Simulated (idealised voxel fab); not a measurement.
Title: Process Module voxel released beams
Shown is cross-section cut, with a width of 205 nm and square cells of size 5 nm.
Square cells in a grid make up a cross-section in this document, and the grid is given as bands, listed from the top down, each one or more rows of cells. This entry defines a band. It first specifies the height of the band's top and the height of its bottom in nm, and then specifies the band's materials from left to right, stating each material with its width in nm. The word "edge to edge" identifies a single material that fills the band from edge to edge, while the word "empty" identifies empty space. Measure heights from 0. That's the level where, below it, the as-received wafer is all one material. The lowest band is bottomless and extends downward; write it as in "z 0 and below". Per-row width for "30->40": begins at first number (top row of band), ends at second number (bottom row), increment between rows held constant. What does "all unchanged" mean for a step? It means no cell of the cross-section changed in that step. This entry, "Unvented internal voids", enumerates those empty regions of no fewer than 8 cells that possess no open connection to the top. Each region is reported in the form width x height at distance, the distance being taken from the left edge, with all three quantities expressed in nm. Step line, after settings: the simulator's comment on this step. "overlay nm" denotes, for a step that has a mask, the displacement of the mask to the right of its planned place, with negative values corresponding to the left. Guide to the pairs. Each holds a before and an after cross-section around one process step; the after cross-section is cut off at the lowest band that changed. Look under the pair for the step between them and its settings. Pairs can come from different runs of this module on the same starting wafer, so a pair follows on from the one above it only where its entry headed "State on entry" says it does.
# State on entry
z 0 and below = Si edge to edge
Unvented internal voids: none
# Post-Step Section View
z 10 to 0 = Al2O3 edge to edge
Under the height 0 nothing was changed.
Unvented internal voids: none
What sits between those two cross-sections? CONFORMAL_DEP: material Al2O3, thk nm 10
State on entry: see preceding pair, after cross-section.
# Post-Step Section View
z 25 to 10 = SiO2 edge to edge
Under the height 10 nothing was changed.
Unvented internal voids: none
What sits between those two cross-sections? DIRECTIONAL_DEP: material SiO2, thk nm 15
State on entry: see preceding pair, after cross-section.
# Post-Step Section View
z 45 to 25 = 55 resist  35 empty  115 resist
Under the height 25 nothing was changed.
Unvented internal voids: none
What sits between those two cross-sections? PATTERN: tone open, mask id ANCHOR, material resist, width nm 35, thk nm 20, overlay nm 0
State on entry: see preceding pair, after cross-section.
# Post-Step Section View
z 45 to 25 = 55 resist  35 empty  115 resist
z 25 to 10 = 55 SiO2  35 empty  115 SiO2
Under the height 10 nothing was changed.
Unvented internal voids: none
What sits between those two cross-sections? DIRECTIONAL_ETCH: etch materials SiO2, depth nm 15
State on entry: see preceding pair, after cross-section.
# Post-Step Section View
z 25 to 10 = 55 SiO2  35 empty  115 SiO2
Under the height 10 nothing was changed.
Unvented internal voids: none
What sits between those two cross-sections? STRIP: etch materials resist
State on entry: see preceding pair, after cross-section.
# Post-Step Section View
z 35 to 25 = 65 polySi  15 empty  125 polySi
z 25 to 20 = 55 SiO2  10 polySi  15 empty  10 polySi  115 SiO2
z 20 to 10 = 55 SiO2  35 polySi  115 SiO2
Under the height 10 nothing was changed.
Unvented internal voids: none
What sits between those two cross-sections? CONFORMAL_DEP: material polySi, thk nm 10
State on entry: see preceding pair, after cross-section.
# Post-Step Section View
z 45 to 35 = 65 aC  15 empty  125 aC
z 35 to 30 = 65 polySi  15 empty  125 polySi
z 30 to 25 = 65 polySi  15 aC  125 polySi
z 25 to 20 = 55 SiO2  10 polySi  15 aC  10 polySi  115 SiO2
Under the height 20 nothing was changed.
Unvented internal voids: none
What sits between those two cross-sections? DIRECTIONAL_DEP: material aC, thk nm 10
State on entry: see preceding pair, after cross-section.
# Post-Step Section View
z 75 to 45 = 50 empty  100 resist  55 empty
z 45 to 35 = 65 aC  15 resist  125 aC
z 35 to 30 = 65 polySi  15 resist  125 polySi
Under the height 30 nothing was changed.
Unvented internal voids: none
What sits between those two cross-sections? PATTERN: tone cover, mask id BEAM, material resist, width nm 100, thk nm 30, overlay nm 0
State on entry: see preceding pair, after cross-section.
# Post-Step Section View
z 65 to 45 = 50 empty  100 resist  55 empty
z 45 to 35 = 50 empty  15 aC  15 resist  70 aC  55 empty
Under the height 35 nothing was changed.
Unvented internal voids: none
What sits between those two cross-sections? DIRECTIONAL_ETCH: etch materials aC, depth nm 10
State on entry: see preceding pair, after cross-section.
# Post-Step Section View
z 45 to 35 = 50 empty  15 aC  15 empty  70 aC  55 empty
z 35 to 30 = 65 polySi  15 empty  125 polySi
Under the height 30 nothing was changed.
Unvented internal voids: none
What sits between those two cross-sections? STRIP: etch materials resist
State on entry: see preceding pair, after cross-section.
# Post-Step Section View
z 45 to 35 = 50 empty  15 aC  15 empty  70 aC  55 empty
z 35 to 30 = 50 empty  15 polySi  15 empty  70 polySi  55 empty
z 30 to 25 = 50 empty  15 polySi  15 aC  70 polySi  55 empty
Under the height 25 nothing was changed.
Unvented internal voids: none
What sits between those two cross-sections? DIRECTIONAL_ETCH: etch materials polySi, depth nm 10
State on entry: see preceding pair, after cross-section.
# Post-Step Section View
z 35 to 25 = 50 empty  15 polySi  15 empty  70 polySi  55 empty
z 25 to 20 = 55 SiO2  10 polySi  15 empty  10 polySi  115 SiO2
Under the height 20 nothing was changed.
Unvented internal voids: none
What sits between those two cross-sections? STRIP: etch materials aC
State on entry: see preceding pair, after cross-section.
# Post-Step Section View
z 35 to 25 = 50 empty  15 polySi  15 empty  70 polySi  55 empty
z 25 to 20 = 55 empty  10 polySi  15 empty  10 polySi  115 empty
z 20 to 10 = 55 empty  35 polySi  115 empty
Under the height 10 nothing was changed.
Unvented internal voids: none
What sits between those two cross-sections? STRIP: etch materials SiO2
# State on entry
z 0 and below = Si edge to edge
Unvented internal voids: none
# Post-Step Section View
z 15 to 0 = SiO2 edge to edge
Under the height 0 nothing was changed.
Unvented internal voids: none
What sits between those two cross-sections? DIRECTIONAL_DEP: material SiO2, thk nm 15
State on entry: see preceding pair, after cross-section.
# Post-Step Section View
z 35 to 15 = 55 resist  35 empty  115 resist
Under the height 15 nothing was changed.
Unvented internal voids: none
What sits between those two cross-sections? PATTERN: tone open, mask id ANCHOR, material resist, width nm 35, thk nm 20, overlay nm 0
State on entry: see preceding pair, after cross-section.
# Post-Step Section View
z 35 to 15 = 55 resist  35 empty  115 resist
z 15 to 0 = 55 SiO2  35 empty  115 SiO2
Under the height 0 nothing was changed.
Unvented internal voids: none
What sits between those two cross-sections? DIRECTIONAL_ETCH: etch materials SiO2, depth nm 15
State on entry: see preceding pair, after cross-section.
# Post-Step Section View
z 15 to 0 = 55 SiO2  35 empty  115 SiO2
Under the height 0 nothing was changed.
Unvented internal voids: none
What sits between those two cross-sections? STRIP: etch materials resist
State on entry: see preceding pair, after cross-section.
# Post-Step Section View
z 25 to 15 = 65 polySi  15 empty  125 polySi
z 15 to 10 = 55 SiO2  10 polySi  15 empty  10 polySi  115 SiO2
z 10 to 0 = 55 SiO2  35 polySi  115 SiO2
Under the height 0 nothing was changed.
Unvented internal voids: none
What sits between those two cross-sections? CONFORMAL_DEP: material polySi, thk nm 10
State on entry: see preceding pair, after cross-section.
# Post-Step Section View
z 35 to 25 = 65 aC  15 empty  125 aC
z 25 to 20 = 65 polySi  15 empty  125 polySi
z 20 to 15 = 65 polySi  15 aC  125 polySi
z 15 to 10 = 55 SiO2  10 polySi  15 aC  10 polySi  115 SiO2
Under the height 10 nothing was changed.
Unvented internal voids: none
What sits between those two cross-sections? DIRECTIONAL_DEP: material aC, thk nm 10
State on entry: see preceding pair, after cross-section.
# Post-Step Section View
z 65 to 35 = 50 empty  100 resist  55 empty
z 35 to 25 = 65 aC  15 resist  125 aC
z 25 to 20 = 65 polySi  15 resist  125 polySi
Under the height 20 nothing was changed.
Unvented internal voids: none
What sits between those two cross-sections? PATTERN: tone cover, mask id BEAM, material resist, width nm 100, thk nm 30, overlay nm 0
State on entry: see preceding pair, after cross-section.
# Post-Step Section View
z 55 to 35 = 50 empty  100 resist  55 empty
z 35 to 25 = 50 empty  15 aC  15 resist  70 aC  55 empty
Under the height 25 nothing was changed.
Unvented internal voids: none
What sits between those two cross-sections? DIRECTIONAL_ETCH: etch materials aC, depth nm 10
State on entry: see preceding pair, after cross-section.
# Post-Step Section View
z 35 to 25 = 50 empty  15 aC  15 empty  70 aC  55 empty
z 25 to 20 = 65 polySi  15 empty  125 polySi
Under the height 20 nothing was changed.
Unvented internal voids: none
What sits between those two cross-sections? STRIP: etch materials resist
State on entry: see preceding pair, after cross-section.
# Post-Step Section View
z 35 to 25 = 50 empty  15 aC  15 empty  70 aC  55 empty
z 25 to 20 = 50 empty  15 polySi  15 empty  70 polySi  55 empty
z 20 to 15 = 50 empty  15 polySi  15 aC  70 polySi  55 empty
Under the height 15 nothing was changed.
Unvented internal voids: none
What sits between those two cross-sections? DIRECTIONAL_ETCH: etch materials polySi, depth nm 10
State on entry: see preceding pair, after cross-section.
# Post-Step Section View
z 25 to 15 = 50 empty  15 polySi  15 empty  70 polySi  55 empty
z 15 to 10 = 55 SiO2  10 polySi  15 empty  10 polySi  115 SiO2
Under the height 10 nothing was changed.
Unvented internal voids: none
What sits between those two cross-sections? STRIP: etch materials aC
State on entry: see preceding pair, after cross-section.
# Post-Step Section View
z 25 to 15 = 50 empty  15 polySi  15 empty  70 polySi  55 empty
z 15 to 10 = 55 empty  10 polySi  15 empty  10 polySi  115 empty
z 10 to 0 = 55 empty  35 polySi  115 empty
Under the height 0 nothing was changed.
Unvented internal voids: none
What sits between those two cross-sections? STRIP: etch materials SiO2
# State on entry
z 65 to 45 = 50 empty  100 resist  55 empty
z 45 to 35 = 50 empty  15 aC  15 resist  70 aC  55 empty
z 35 to 30 = 65 polySi  15 resist  125 polySi
z 30 to 25 = 65 polySi  15 aC  125 polySi
z 25 to 20 = 55 SiO2  10 polySi  15 aC  10 polySi  115 SiO2
z 20 to 10 = 55 SiO2  35 polySi  115 SiO2
z 10 to 0 = Al2O3 edge to edge
z 0 and below = Si edge to edge
Unvented internal voids: none
# Post-Step Section View
z 55 to 45 = 50 empty  100 resist  55 empty
Under the height 45 nothing was changed.
Unvented internal voids: none
What sits between those two cross-sections? DIRECTIONAL_ETCH: etch materials aC, depth nm 10
State on entry: see preceding pair, after cross-section.
# Post-Step Section View
z 45 to 35 = 50 empty  15 aC  15 empty  70 aC  55 empty
z 35 to 30 = 65 polySi  15 empty  125 polySi
Under the height 30 nothing was changed.
Unvented internal voids: none
What sits between those two cross-sections? STRIP: etch materials resist
# State on entry
z 15 to 0 = SiO2 edge to edge
z 0 and below = Si edge to edge
Unvented internal voids: none
# Post-Step Section View
z 25 to 15 = Al2O3 edge to edge
Under the height 15 nothing was changed.
Unvented internal voids: none
What sits between those two cross-sections? CONFORMAL_DEP: material Al2O3, thk nm 10
State on entry: see preceding pair, after cross-section.
# Post-Step Section View
z 45 to 25 = 55 resist  35 empty  115 resist
Under the height 25 nothing was changed.
Unvented internal voids: none
What sits between those two cross-sections? PATTERN: tone open, mask id ANCHOR, material resist, width nm 35, thk nm 20, overlay nm 0
State on entry: see preceding pair, after cross-section.
# Post-Step Section View
z 25 to 15 = Al2O3 edge to edge
Under the height 15 nothing was changed.
Unvented internal voids: none
What sits between those two cross-sections? STRIP: etch materials resist
State on entry: see preceding pair, after cross-section.
# Post-Step Section View
z 35 to 25 = polySi edge to edge
Under the height 25 nothing was changed.
Unvented internal voids: none
What sits between those two cross-sections? CONFORMAL_DEP: material polySi, thk nm 10
State on entry: see preceding pair, after cross-section.
# Post-Step Section View
z 45 to 35 = aC edge to edge
Under the height 35 nothing was changed.
Unvented internal voids: none
What sits between those two cross-sections? DIRECTIONAL_DEP: material aC, thk nm 10
State on entry: see preceding pair, after cross-section.
# Post-Step Section View
z 75 to 45 = 50 empty  100 resist  55 empty
Under the height 45 nothing was changed.
Unvented internal voids: none
What sits between those two cross-sections? PATTERN: tone cover, mask id BEAM, material resist, width nm 100, thk nm 30, overlay nm 0
State on entry: see preceding pair, after cross-section.
# Post-Step Section View
z 65 to 45 = 50 empty  100 resist  55 empty
z 45 to 35 = 50 empty  100 aC  55 empty
Under the height 35 nothing was changed.
Unvented internal voids: none
What sits between those two cross-sections? DIRECTIONAL_ETCH: etch materials aC, depth nm 10
State on entry: see preceding pair, after cross-section.
# Post-Step Section View
z 45 to 35 = 50 empty  100 aC  55 empty
Under the height 35 nothing was changed.
Unvented internal voids: none
What sits between those two cross-sections? STRIP: etch materials resist
State on entry: see preceding pair, after cross-section.
# Post-Step Section View
z 45 to 35 = 50 empty  100 aC  55 empty
z 35 to 25 = 50 empty  100 polySi  55 empty
Under the height 25 nothing was changed.
Unvented internal voids: none
What sits between those two cross-sections? DIRECTIONAL_ETCH: etch materials polySi, depth nm 10
State on entry: see preceding pair, after cross-section.
# Post-Step Section View
z 35 to 25 = 50 empty  100 polySi  55 empty
Under the height 25 nothing was changed.
Unvented internal voids: none
What sits between those two cross-sections? STRIP: etch materials aC
# State on entry
z 0 and below = Si edge to edge
Unvented internal voids: none
# Post-Step Section View
z 15 to 0 = Al2O3 edge to edge
Under the height 0 nothing was changed.
Unvented internal voids: none
What sits between those two cross-sections? CONFORMAL_DEP: material Al2O3, thk nm 15
State on entry: see preceding pair, after cross-section.
# Post-Step Section View
z 30 to 15 = SiO2 edge to edge
Under the height 15 nothing was changed.
Unvented internal voids: none
What sits between those two cross-sections? DIRECTIONAL_DEP: material SiO2, thk nm 15
State on entry: see preceding pair, after cross-section.
# Post-Step Section View
z 50 to 30 = 55 resist  35 empty  115 resist
Under the height 30 nothing was changed.
Unvented internal voids: none
What sits between those two cross-sections? PATTERN: tone open, mask id ANCHOR, material resist, width nm 35, thk nm 20, overlay nm 0
State on entry: see preceding pair, after cross-section.
# Post-Step Section View
z 50 to 30 = 55 resist  35 empty  115 resist
z 30 to 15 = 55 SiO2  35 empty  115 SiO2
Under the height 15 nothing was changed.
Unvented internal voids: none
What sits between those two cross-sections? DIRECTIONAL_ETCH: etch materials SiO2, depth nm 15
State on entry: see preceding pair, after cross-section.
# Post-Step Section View
z 30 to 15 = 55 SiO2  35 empty  115 SiO2
Under the height 15 nothing was changed.
Unvented internal voids: none
What sits between those two cross-sections? STRIP: etch materials resist
State on entry: see preceding pair, after cross-section.
# Post-Step Section View
z 40 to 30 = 65 polySi  15 empty  125 polySi
z 30 to 25 = 55 SiO2  10 polySi  15 empty  10 polySi  115 SiO2
z 25 to 15 = 55 SiO2  35 polySi  115 SiO2
Under the height 15 nothing was changed.
Unvented internal voids: none
What sits between those two cross-sections? CONFORMAL_DEP: material polySi, thk nm 10
State on entry: see preceding pair, after cross-section.
# Post-Step Section View
z 50 to 40 = 65 aC  15 empty  125 aC
z 40 to 35 = 65 polySi  15 empty  125 polySi
z 35 to 30 = 65 polySi  15 aC  125 polySi
z 30 to 25 = 55 SiO2  10 polySi  15 aC  10 polySi  115 SiO2
Under the height 25 nothing was changed.
Unvented internal voids: none
What sits between those two cross-sections? DIRECTIONAL_DEP: material aC, thk nm 10
State on entry: see preceding pair, after cross-section.
# Post-Step Section View
z 80 to 50 = 50 empty  100 resist  55 empty
z 50 to 40 = 65 aC  15 resist  125 aC
z 40 to 35 = 65 polySi  15 resist  125 polySi
Under the height 35 nothing was changed.
Unvented internal voids: none
What sits between those two cross-sections? PATTERN: tone cover, mask id BEAM, material resist, width nm 100, thk nm 30, overlay nm 0
State on entry: see preceding pair, after cross-section.
# Post-Step Section View
z 70 to 50 = 50 empty  100 resist  55 empty
z 50 to 40 = 50 empty  15 aC  15 resist  70 aC  55 empty
Under the height 40 nothing was changed.
Unvented internal voids: none
What sits between those two cross-sections? DIRECTIONAL_ETCH: etch materials aC, depth nm 10
State on entry: see preceding pair, after cross-section.
# Post-Step Section View
z 50 to 40 = 50 empty  15 aC  15 empty  70 aC  55 empty
z 40 to 35 = 65 polySi  15 empty  125 polySi
Under the height 35 nothing was changed.
Unvented internal voids: none
What sits between those two cross-sections? STRIP: etch materials resist
State on entry: see preceding pair, after cross-section.
# Post-Step Section View
z 50 to 40 = 50 empty  15 aC  15 empty  70 aC  55 empty
z 40 to 35 = 50 empty  15 polySi  15 empty  70 polySi  55 empty
z 35 to 30 = 50 empty  15 polySi  15 aC  70 polySi  55 empty
Under the height 30 nothing was changed.
Unvented internal voids: none
What sits between those two cross-sections? DIRECTIONAL_ETCH: etch materials polySi, depth nm 10
State on entry: see preceding pair, after cross-section.
# Post-Step Section View
z 40 to 30 = 50 empty  15 polySi  15 empty  70 polySi  55 empty
z 30 to 25 = 55 SiO2  10 polySi  15 empty  10 polySi  115 SiO2
Under the height 25 nothing was changed.
Unvented internal voids: none
What sits between those two cross-sections? STRIP: etch materials aC
State on entry: see preceding pair, after cross-section.
# Post-Step Section View
z 40 to 30 = 50 empty  15 polySi  15 empty  70 polySi  55 empty
z 30 to 25 = 55 empty  10 polySi  15 empty  10 polySi  115 empty
z 25 to 15 = 55 empty  35 polySi  115 empty
Under the height 15 nothing was changed.
Unvented internal voids: none
What sits between those two cross-sections? STRIP: etch materials SiO2
# State on entry
z 25 to 10 = SiO2 edge to edge
z 10 to 0 = Al2O3 edge to edge
z 0 and below = Si edge to edge
Unvented internal voids: none
# Post-Step Section View
z 45 to 25 = 60 resist  25 empty  120 resist
Under the height 25 nothing was changed.
Unvented internal voids: none
What sits between those two cross-sections? PATTERN: tone open, mask id ANCHOR, material resist, width nm 25, thk nm 20, overlay nm 0
State on entry: see preceding pair, after cross-section.
# Post-Step Section View
z 45 to 25 = 60 resist  25 empty  120 resist
z 25 to 10 = 60 SiO2  25 empty  120 SiO2
Under the height 10 nothing was changed.
Unvented internal voids: none
What sits between those two cross-sections? DIRECTIONAL_ETCH: etch materials SiO2, depth nm 15
State on entry: see preceding pair, after cross-section.
# Post-Step Section View
z 25 to 10 = 60 SiO2  25 empty  120 SiO2
Under the height 10 nothing was changed.
Unvented internal voids: none
What sits between those two cross-sections? STRIP: etch materials resist
State on entry: see preceding pair, after cross-section.
# Post-Step Section View
z 35 to 25 = 70 polySi  5 empty  130 polySi
z 25 to 20 = 60 SiO2  10 polySi  5 empty  10 polySi  120 SiO2
z 20 to 10 = 60 SiO2  25 polySi  120 SiO2
Under the height 10 nothing was changed.
Unvented internal voids: none
What sits between those two cross-sections? CONFORMAL_DEP: material polySi, thk nm 10
State on entry: see preceding pair, after cross-section.
# Post-Step Section View
z 45 to 35 = 70 aC  5 empty  130 aC
z 35 to 30 = 70 polySi  5 empty  130 polySi
z 30 to 25 = 70 polySi  5 aC  130 polySi
z 25 to 20 = 60 SiO2  10 polySi  5 aC  10 polySi  120 SiO2
Under the height 20 nothing was changed.
Unvented internal voids: none
What sits between those two cross-sections? DIRECTIONAL_DEP: material aC, thk nm 10
State on entry: see preceding pair, after cross-section.
# Post-Step Section View
z 75 to 45 = 50 empty  100 resist  55 empty
z 45 to 35 = 70 aC  5 resist  130 aC
z 35 to 30 = 70 polySi  5 resist  130 polySi
Under the height 30 nothing was changed.
Unvented internal voids: none
What sits between those two cross-sections? PATTERN: tone cover, mask id BEAM, material resist, width nm 100, thk nm 30, overlay nm 0
State on entry: see preceding pair, after cross-section.
# Post-Step Section View
z 65 to 45 = 50 empty  100 resist  55 empty
z 45 to 35 = 50 empty  20 aC  5 resist  75 aC  55 empty
Under the height 35 nothing was changed.
Unvented internal voids: none
What sits between those two cross-sections? DIRECTIONAL_ETCH: etch materials aC, depth nm 10
State on entry: see preceding pair, after cross-section.
# Post-Step Section View
z 45 to 35 = 50 empty  20 aC  5 empty  75 aC  55 empty
z 35 to 30 = 70 polySi  5 empty  130 polySi
Under the height 30 nothing was changed.
Unvented internal voids: none
What sits between those two cross-sections? STRIP: etch materials resist
State on entry: see preceding pair, after cross-section.
# Post-Step Section View
z 45 to 35 = 50 empty  20 aC  5 empty  75 aC  55 empty
z 35 to 30 = 50 empty  20 polySi  5 empty  75 polySi  55 empty
z 30 to 25 = 50 empty  20 polySi  5 aC  75 polySi  55 empty
Under the height 25 nothing was changed.
Unvented internal voids: none
What sits between those two cross-sections? DIRECTIONAL_ETCH: etch materials polySi, depth nm 10
State on entry: see preceding pair, after cross-section.
# Post-Step Section View
z 35 to 25 = 50 empty  20 polySi  5 empty  75 polySi  55 empty
z 25 to 20 = 60 SiO2  10 polySi  5 empty  10 polySi  120 SiO2
Under the height 20 nothing was changed.
Unvented internal voids: none
What sits between those two cross-sections? STRIP: etch materials aC
State on entry: see preceding pair, after cross-section.
# Post-Step Section View
z 35 to 25 = 50 empty  20 polySi  5 empty  75 polySi  55 empty
z 25 to 20 = 60 empty  10 polySi  5 empty  10 polySi  120 empty
z 20 to 10 = 60 empty  25 polySi  120 empty
Under the height 10 nothing was changed.
Unvented internal voids: none
What sits between those two cross-sections? STRIP: etch materials SiO2
# State on entry
z 25 to 10 = SiO2 edge to edge
z 10 to 0 = Al2O3 edge to edge
z 0 and below = Si edge to edge
Unvented internal voids: none
# Post-Step Section View
z 45 to 25 = 45 resist  35 empty  125 resist
Under the height 25 nothing was changed.
Unvented internal voids: none
What sits between those two cross-sections? PATTERN: tone open, mask id ANCHOR, material resist, width nm 35, thk nm 20, overlay nm -10
State on entry: see preceding pair, after cross-section.
# Post-Step Section View
z 45 to 25 = 45 resist  35 empty  125 resist
z 25 to 10 = 45 SiO2  35 empty  125 SiO2
Under the height 10 nothing was changed.
Unvented internal voids: none
What sits between those two cross-sections? DIRECTIONAL_ETCH: etch materials SiO2, depth nm 15
State on entry: see preceding pair, after cross-section.
# Post-Step Section View
z 25 to 10 = 45 SiO2  35 empty  125 SiO2
Under the height 10 nothing was changed.
Unvented internal voids: none
What sits between those two cross-sections? STRIP: etch materials resist
State on entry: see preceding pair, after cross-section.
# Post-Step Section View
z 35 to 25 = 55 polySi  15 empty  135 polySi
z 25 to 20 = 45 SiO2  10 polySi  15 empty  10 polySi  125 SiO2
z 20 to 10 = 45 SiO2  35 polySi  125 SiO2
Under the height 10 nothing was changed.
Unvented internal voids: none
What sits between those two cross-sections? CONFORMAL_DEP: material polySi, thk nm 10
State on entry: see preceding pair, after cross-section.
# Post-Step Section View
z 45 to 35 = 55 aC  15 empty  135 aC
z 35 to 30 = 55 polySi  15 empty  135 polySi
z 30 to 25 = 55 polySi  15 aC  135 polySi
z 25 to 20 = 45 SiO2  10 polySi  15 aC  10 polySi  125 SiO2
Under the height 20 nothing was changed.
Unvented internal voids: none
What sits between those two cross-sections? DIRECTIONAL_DEP: material aC, thk nm 10
State on entry: see preceding pair, after cross-section.
# Post-Step Section View
z 75 to 45 = 50 empty  100 resist  55 empty
z 45 to 35 = 55 aC  15 resist  135 aC
z 35 to 30 = 55 polySi  15 resist  135 polySi
Under the height 30 nothing was changed.
Unvented internal voids: none
What sits between those two cross-sections? PATTERN: tone cover, mask id BEAM, material resist, width nm 100, thk nm 30, overlay nm 0
State on entry: see preceding pair, after cross-section.
# Post-Step Section View
z 65 to 45 = 50 empty  100 resist  55 empty
z 45 to 35 = 50 empty  5 aC  15 resist  80 aC  55 empty
Under the height 35 nothing was changed.
Unvented internal voids: none
What sits between those two cross-sections? DIRECTIONAL_ETCH: etch materials aC, depth nm 10
State on entry: see preceding pair, after cross-section.
# Post-Step Section View
z 45 to 35 = 50 empty  5 aC  15 empty  80 aC  55 empty
z 35 to 30 = 55 polySi  15 empty  135 polySi
Under the height 30 nothing was changed.
Unvented internal voids: none
What sits between those two cross-sections? STRIP: etch materials resist
State on entry: see preceding pair, after cross-section.
# Post-Step Section View
z 45 to 35 = 50 empty  5 aC  15 empty  80 aC  55 empty
z 35 to 30 = 50 empty  5 polySi  15 empty  80 polySi  55 empty
z 30 to 25 = 50 empty  5 polySi  15 aC  80 polySi  55 empty
Under the height 25 nothing was changed.
Unvented internal voids: none
What sits between those two cross-sections? DIRECTIONAL_ETCH: etch materials polySi, depth nm 10
State on entry: see preceding pair, after cross-section.
# Post-Step Section View
z 35 to 25 = 50 empty  5 polySi  15 empty  80 polySi  55 empty
z 25 to 20 = 45 SiO2  10 polySi  15 empty  10 polySi  125 SiO2
Under the height 20 nothing was changed.
Unvented internal voids: none
What sits between those two cross-sections? STRIP: etch materials aC
State on entry: see preceding pair, after cross-section.
# Post-Step Section View
z 35 to 25 = 50 empty  5 polySi  15 empty  80 polySi  55 empty
z 25 to 20 = 45 empty  10 polySi  15 empty  10 polySi  125 empty
z 20 to 10 = 45 empty  35 polySi  125 empty
Under the height 10 nothing was changed.
Unvented internal voids: none
What sits between those two cross-sections? STRIP: etch materials SiO2
# State on entry
z 0 and below = Si edge to edge
Unvented internal voids: none
# Post-Step Section View
z 10 to 0 = polySi edge to edge
Under the height 0 nothing was changed.
Unvented internal voids: none
What sits between those two cross-sections? CONFORMAL_DEP: material polySi, thk nm 10
State on entry: see preceding pair, after cross-section.
# Post-Step Section View
z 25 to 10 = SiO2 edge to edge
Under the height 10 nothing was changed.
Unvented internal voids: none
What sits between those two cross-sections? DIRECTIONAL_DEP: material SiO2, thk nm 15
State on entry: see preceding pair, after cross-section.
# Post-Step Section View
z 45 to 25 = 55 resist  35 empty  115 resist
Under the height 25 nothing was changed.
Unvented internal voids: none
What sits between those two cross-sections? PATTERN: tone open, mask id ANCHOR, material resist, width nm 35, thk nm 20, overlay nm 0
State on entry: see preceding pair, after cross-section.
# Post-Step Section View
z 45 to 25 = 55 resist  35 empty  115 resist
z 25 to 10 = 55 SiO2  35 empty  115 SiO2
Under the height 10 nothing was changed.
Unvented internal voids: none
What sits between those two cross-sections? DIRECTIONAL_ETCH: etch materials SiO2, depth nm 15
State on entry: see preceding pair, after cross-section.
# Post-Step Section View
z 25 to 10 = 55 SiO2  35 empty  115 SiO2
Under the height 10 nothing was changed.
Unvented internal voids: none
What sits between those two cross-sections? STRIP: etch materials resist
State on entry: see preceding pair, after cross-section.
# Post-Step Section View
z 35 to 25 = 65 polySi  15 empty  125 polySi
z 25 to 20 = 55 SiO2  10 polySi  15 empty  10 polySi  115 SiO2
z 20 to 10 = 55 SiO2  35 polySi  115 SiO2
Under the height 10 nothing was changed.
Unvented internal voids: none
What sits between those two cross-sections? CONFORMAL_DEP: material polySi, thk nm 10
State on entry: see preceding pair, after cross-section.
# Post-Step Section View
z 45 to 35 = 65 aC  15 empty  125 aC
z 35 to 30 = 65 polySi  15 empty  125 polySi
z 30 to 25 = 65 polySi  15 aC  125 polySi
z 25 to 20 = 55 SiO2  10 polySi  15 aC  10 polySi  115 SiO2
Under the height 20 nothing was changed.
Unvented internal voids: none
What sits between those two cross-sections? DIRECTIONAL_DEP: material aC, thk nm 10
State on entry: see preceding pair, after cross-section.
# Post-Step Section View
z 75 to 45 = 50 empty  100 resist  55 empty
z 45 to 35 = 65 aC  15 resist  125 aC
z 35 to 30 = 65 polySi  15 resist  125 polySi
Under the height 30 nothing was changed.
Unvented internal voids: none
What sits between those two cross-sections? PATTERN: tone cover, mask id BEAM, material resist, width nm 100, thk nm 30, overlay nm 0
State on entry: see preceding pair, after cross-section.
# Post-Step Section View
z 65 to 45 = 50 empty  100 resist  55 empty
z 45 to 35 = 50 empty  15 aC  15 resist  70 aC  55 empty
Under the height 35 nothing was changed.
Unvented internal voids: none
What sits between those two cross-sections? DIRECTIONAL_ETCH: etch materials aC, depth nm 10
State on entry: see preceding pair, after cross-section.
# Post-Step Section View
z 45 to 35 = 50 empty  15 aC  15 empty  70 aC  55 empty
z 35 to 30 = 65 polySi  15 empty  125 polySi
Under the height 30 nothing was changed.
Unvented internal voids: none
What sits between those two cross-sections? STRIP: etch materials resist
State on entry: see preceding pair, after cross-section.
# Post-Step Section View
z 45 to 35 = 50 empty  15 aC  15 empty  70 aC  55 empty
z 35 to 30 = 50 empty  15 polySi  15 empty  70 polySi  55 empty
z 30 to 25 = 50 empty  15 polySi  15 aC  70 polySi  55 empty
Under the height 25 nothing was changed.
Unvented internal voids: none
What sits between those two cross-sections? DIRECTIONAL_ETCH: etch materials polySi, depth nm 10
State on entry: see preceding pair, after cross-section.
# Post-Step Section View
z 35 to 25 = 50 empty  15 polySi  15 empty  70 polySi  55 empty
z 25 to 20 = 55 SiO2  10 polySi  15 empty  10 polySi  115 SiO2
Under the height 20 nothing was changed.
Unvented internal voids: none
What sits between those two cross-sections? STRIP: etch materials aC
State on entry: see preceding pair, after cross-section.
# Post-Step Section View
z 35 to 25 = 50 empty  15 polySi  15 empty  70 polySi  55 empty
z 25 to 20 = 55 empty  10 polySi  15 empty  10 polySi  115 empty
z 20 to 10 = 55 empty  35 polySi  115 empty
Under the height 10 nothing was changed.
Unvented internal voids: none
What sits between those two cross-sections? STRIP: etch materials SiO2
# State on entry
z 25 to 10 = SiO2 edge to edge
z 10 to 0 = Al2O3 edge to edge
z 0 and below = Si edge to edge
Unvented internal voids: none
# Post-Step Section View
z 45 to 25 = 55 empty  35 resist  115 empty
Under the height 25 nothing was changed.
Unvented internal voids: none
What sits between those two cross-sections? PATTERN: tone cover, mask id ANCHOR, material resist, width nm 35, thk nm 20, overlay nm 0
State on entry: see preceding pair, after cross-section.
# Post-Step Section View
z 45 to 25 = 55 empty  35 resist  115 empty
z 25 to 10 = 55 empty  35 SiO2  115 empty
Under the height 10 nothing was changed.
Unvented internal voids: none
What sits between those two cross-sections? DIRECTIONAL_ETCH: etch materials SiO2, depth nm 15
State on entry: see preceding pair, after cross-section.
# Post-Step Section View
z 25 to 10 = 55 empty  35 SiO2  115 empty
Under the height 10 nothing was changed.
Unvented internal voids: none
What sits between those two cross-sections? STRIP: etch materials resist
State on entry: see preceding pair, after cross-section.
# Post-Step Section View
z 35 to 25 = 45 empty  55 polySi  105 empty
z 25 to 20 = 45 empty  10 polySi  35 SiO2  10 polySi  105 empty
z 20 to 10 = 55 polySi  35 SiO2  115 polySi
Under the height 10 nothing was changed.
Unvented internal voids: none
What sits between those two cross-sections? CONFORMAL_DEP: material polySi, thk nm 10
State on entry: see preceding pair, after cross-section.
# Post-Step Section View
z 45 to 35 = 45 empty  55 aC  105 empty
z 35 to 30 = 45 empty  55 polySi  105 empty
z 30 to 25 = 45 aC  55 polySi  105 aC
z 25 to 20 = 45 aC  10 polySi  35 SiO2  10 polySi  105 aC
Under the height 20 nothing was changed.
Unvented internal voids: none
What sits between those two cross-sections? DIRECTIONAL_DEP: material aC, thk nm 10
State on entry: see preceding pair, after cross-section.
# Post-Step Section View
z 75 to 45 = 50 empty  100 resist  55 empty
z 45 to 35 = 45 empty  55 aC  50 resist  55 empty
z 35 to 30 = 45 empty  55 polySi  50 resist  55 empty
Under the height 30 nothing was changed.
Unvented internal voids: none
What sits between those two cross-sections? PATTERN: tone cover, mask id BEAM, material resist, width nm 100, thk nm 30, overlay nm 0
